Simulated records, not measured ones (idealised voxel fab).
process module | voxel transistor to metal
cross-section cut | 195 nm wide | cells 5 nm
A cross-section is a grid of square cells, given in bands from the top down. A band is one or more rows of cells.
Each band's line starts with the height of the band's top and of its bottom, in nm. Then come its materials from left to right, each with its width in nm. One material with "throughout" fills the band from edge to edge. "air" is empty space.
Height 0 is the level under which the wafer as received is all one material. The lowest band goes on downwards, as in "0 down".
A width such as "30 to 40" changes by the same amount from each row of cells to the next, from the band's top row to its bottom row.
"no change" after a step means that no cell of the cross-section changed.
closed voids: empty space of 8 cells or more with no open way to the top, each as width x height at its distance from the left edge, in nm
after a step's settings: what the simulator itself notes on the step
overlay nm, on a step with a mask: how far to the right of its planned place the mask lay; to the left if negative
plan
1 op RECEIVE | material Si
2 op OXIDIZE | depth nm 5
3 op CONFORMAL_DEP | material SiN | thk nm 15
4 op MASKED_ETCH | tone cover | mask id ACTIVE | width nm 105 | etch materials SiN | depth nm 15 | overlay nm 0
5 op MASKED_ETCH | tone cover | mask id ACTIVE | width nm 105 | etch materials SiO2 | depth nm 5 | overlay nm 0
6 op MASKED_ETCH | tone cover | mask id ACTIVE | width nm 105 | etch materials Si | depth nm 20 | overlay nm 0
7 op FILL_DEP | material SiO2 | thk nm 5
8 op CMP | height nm 15
9 op SELECTIVE_ETCH | etch materials SiO2 | depth nm 5
10 op STRIP | etch materials SiN
11 op SELECTIVE_ETCH | etch materials SiO2 | depth nm 5
12 op OXIDIZE | depth nm 5
13 op DIRECTIONAL_DEP | material polySi | thk nm 25
14 op DIRECTIONAL_DEP | material SiCN | thk nm 10
15 op DIRECTIONAL_DEP | material aC | thk nm 15
16 op PATTERN | tone cover | mask id GATE | material resist | width nm 35 | thk nm 30 | overlay nm 0
17 op DIRECTIONAL_ETCH | etch materials aC | depth nm 15
18 op STRIP | etch materials resist
19 op DIRECTIONAL_ETCH | etch materials SiCN | depth nm 20
20 op DIRECTIONAL_ETCH | etch materials polySi | depth nm 35
21 op STRIP | etch materials aC
22 op CONFORMAL_DEP | material SiN | thk nm 5
23 op DIRECTIONAL_ETCH | etch materials SiN | depth nm 5
24 op DIRECTIONAL_ETCH | etch materials SiO2 | depth nm 5
25 op DIRECTIONAL_ETCH | etch materials Si | depth nm 5
26 op EPI | material pSi | thk nm 5
27 op FILL_DEP | material SiO2 | thk nm 5
28 op CMP | height nm 20
29 op STRIP | etch materials polySi
30 op SELECTIVE_ETCH | etch materials SiO2 | depth nm 5
31 op CONFORMAL_DEP | material HfO2 | thk nm 5
32 op CONFORMAL_DEP | material TiN | thk nm 5
33 op FILL_DEP | material W | thk nm 5
34 op CMP | height nm 15
35 op DIRECTIONAL_DEP | material SiO2 | thk nm 10
36 op PATTERN | tone open | mask id CONTACT | material resist | width nm 15 | pitch nm 80 | thk nm 20 | overlay nm 0
37 op DIRECTIONAL_ETCH | etch materials SiO2 | depth nm 35
38 op STRIP | etch materials resist
39 op CONFORMAL_DEP | material TiN | thk nm 5
40 op FILL_DEP | material Ru | thk nm 10
41 op CMP | height nm 25
42 op DIRECTIONAL_DEP | material TiN | thk nm 5
43 op DIRECTIONAL_DEP | material Ru | thk nm 25
44 op MASKED_ETCH | tone cover | mask id METAL_1 | width nm 15 | pitch nm 80 | etch materials Ru | depth nm 25 | overlay nm 0
45 op MASKED_ETCH | tone cover | mask id METAL_1 | width nm 15 | pitch nm 80 | etch materials TiN | depth nm 5 | overlay nm 0
46 op FILL_DEP | material SiO2 | thk nm 5
47 op CMP | height nm 55
48 op CONFORMAL_DEP | material SiN | thk nm 5
as received, after step 1
  0 down: Si throughout
  closed voids: none
a wafer at the end: this start, this plan, one mistake
  60 to 55: SiN throughout
  55 to 50: SiO2 throughout
  50 to 30: SiO2 50 | Ru 15 | SiO2 65 | Ru 15 | SiO2 50
  30 to 25: SiO2 50 | TiN 15 | SiO2 65 | TiN 15 | SiO2 50
  25 to 15: SiO2 50 | TiN 5 | Ru 5 | TiN 5 | SiO2 65 | TiN 5 | Ru 5 | TiN 5 | SiO2 50
  15 to 5: SiO2 50 | TiN 5 | Ru 5 | TiN 5 | SiO2 10 | SiN 5 | HfO2 5 | TiN 5 | W 15 | TiN 5 | HfO2 5 | SiN 5 | SiO2 10 | TiN 5 | Ru 5 | TiN 5 | SiO2 50
  5 to 0: SiO2 40 | SiN 5 | SiO2 5 | TiN 5 | Ru 5 | TiN 5 | SiO2 10 | SiN 5 | HfO2 5 | TiN 5 | W 15 | TiN 5 | HfO2 5 | SiN 5 | SiO2 10 | TiN 5 | Ru 5 | TiN 5 | SiO2 5 | SiN 5 | SiO2 40
  0 to -5: SiO2 40 | SiN 5 | SiO2 5 | TiN 5 | Ru 5 | TiN 5 | SiO2 10 | SiN 5 | HfO2 5 | TiN 25 | HfO2 5 | SiN 5 | SiO2 10 | TiN 5 | Ru 5 | TiN 5 | SiO2 5 | SiN 5 | SiO2 40
  -5 to -10: SiO2 50 | TiN 15 | SiO2 5 | pSi 5 | HfO2 45 | pSi 5 | SiO2 5 | TiN 15 | SiO2 50
  -10 to -15: SiO2 45 | pSi 30 | Si 45 | pSi 30 | SiO2 45
  -15 to -25: SiO2 45 | Si 105 | SiO2 45
  -25 down: Si throughout
  closed voids: none
what went wrong: step 43 ran as: op DIRECTIONAL_DEP | material Ru | thk nm 20
